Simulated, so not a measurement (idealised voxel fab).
Title: Process Module voxel local oxidation
The cross-section on display is named cut; it measures 230 nm wide, and its cells are 5 nm squares.
Just so we're on the same page, the cross-sections are grids of square cells, and they're listed out in bands top to bottom, each band one or more rows deep. For a band, the entry starts with two heights in nm, that of the top and then that of the bottom, and carries on with the band's materials in order from left to right, each alongside its width in nm; the word "all across" beside a single material means it fills the band edge to edge, and "blank" means empty space. Height 0 is the level under which the wafer as received is all one material. The lowest band goes on downwards, as in "top 0, no bottom". Width "30 to 40": first value at the band's top row of cells, second value at its bottom row, equal change from row to row. You'll sometimes find "remained the same" written for a step, and that's the way of saying that nowhere in the cross-section did a cell change during that step. "Sealed-off cavities" contains a list of empty spaces, each no smaller than 8 cells and without an open way to the top, written in the form width x height at distance with the distance from the left edge and all three in nm. Note: text after step settings on the step line = simulator remark on that step. The optional step-line setting "overlay nm" applies to steps with a mask and quantifies how far to the right of its planned location the mask lay, a negative value indicating leftward placement.

**Steps planned for the process**
1,RECEIVE: material Si
2,CONFORMAL_DEP: material SiO2, thk nm 5
3,CONFORMAL_DEP: material SiN, thk nm 10
4,PATTERN: tone cover, mask id ACTIVE, material resist, width nm 110, thk nm 20, overlay nm 0
5,DIRECTIONAL_ETCH: etch materials SiN, depth nm 10
6,STRIP: etch materials resist
7,SELECTIVE_ETCH: etch materials SiO2, depth nm 5
8,OXIDIZE: depth nm 10
9,STRIP: etch materials SiN

**Wafer, first of two, run as planned**

**Received-state cross-section, reflecting completion of step 1**
- top 0, no bottom = Si all across
- Sealed-off cavities: none

**Wafer xsec, post step 2**
- top 5, bottom 0 = SiO2 all across
- No changes below 0.

**Wafer xsec, post step 3**
- top 15, bottom 5 = SiN all across
- No changes below 5.

**Wafer xsec, post step 4**
- top 35, bottom 15 = blank 60, then resist 110, then blank 60
- No changes below 15.

**Wafer xsec, post step 5**
- top 35, bottom 15 = blank 60, then resist 110, then blank 60
- top 15, bottom 5 = blank 60, then SiN 110, then blank 60
- No changes below 5.

**Wafer xsec, post step 6**
- top 15, bottom 5 = blank 60, then SiN 110, then blank 60
- No changes below 5.

**Wafer xsec, post step 7**
- top 15, bottom 5 = blank 60, then SiN 110, then blank 60
- top 5, bottom 0 = blank 65, then SiO2 100, then blank 65
- No changes below 0.

**Wafer xsec, post step 8**
- top 15, bottom 5 = blank 60, then SiN 110, then blank 60
- top 5, bottom 0 = blank 65, then SiO2 100, then blank 65
- top 0, bottom -10 = SiO2 75, then Si 80, then SiO2 75
- No changes below -10.

**Wafer xsec, post step 9**
- top 5, bottom 0 = blank 65, then SiO2 100, then blank 65
- No changes below 0.

**Second wafer: same start and same plan as the first, one execution error; identical to the first through step 3**

**The second wafer in cross-section, at the planned close of step 4**
- top 35, bottom 15 = resist 60, then blank 110, then resist 60
- No changes below 15.

**The second wafer in cross-section, at the planned close of step 5**
- top 35, bottom 15 = resist 60, then blank 110, then resist 60
- top 15, bottom 5 = SiN 60, then blank 110, then SiN 60
- No changes below 5.

**The second wafer in cross-section, at the planned close of step 6**
- top 15, bottom 5 = SiN 60, then blank 110, then SiN 60
- No changes below 5.

**The second wafer in cross-section, at the planned close of step 7**
- top 15, bottom 5 = SiN 60, then blank 110, then SiN 60
- top 5, bottom 0 = SiO2 55, then blank 120, then SiO2 55
- No changes below 0.

**The second wafer in cross-section, at the planned close of step 8**
- top 15, bottom 5 = SiN 60, then blank 110, then SiN 60
- top 5, bottom 0 = SiO2 55, then blank 120, then SiO2 55
- top 0, bottom -10 = Si 45, then SiO2 140, then Si 45
- No changes below -10.

**The second wafer in cross-section, at the planned close of step 9**
- top 5, bottom 0 = SiO2 55, then blank 120, then SiO2 55
- No changes below 0.
Nonconformance to the process plan: step 4 was run on a setting that differed from the plan, and what really ran there is PATTERN: tone open, mask id ACTIVE, material resist, width nm 110, thk nm 20, overlay nm 0
Cell-count delta at end, second wafer over first, by material: +4 Si | -2 SiO2
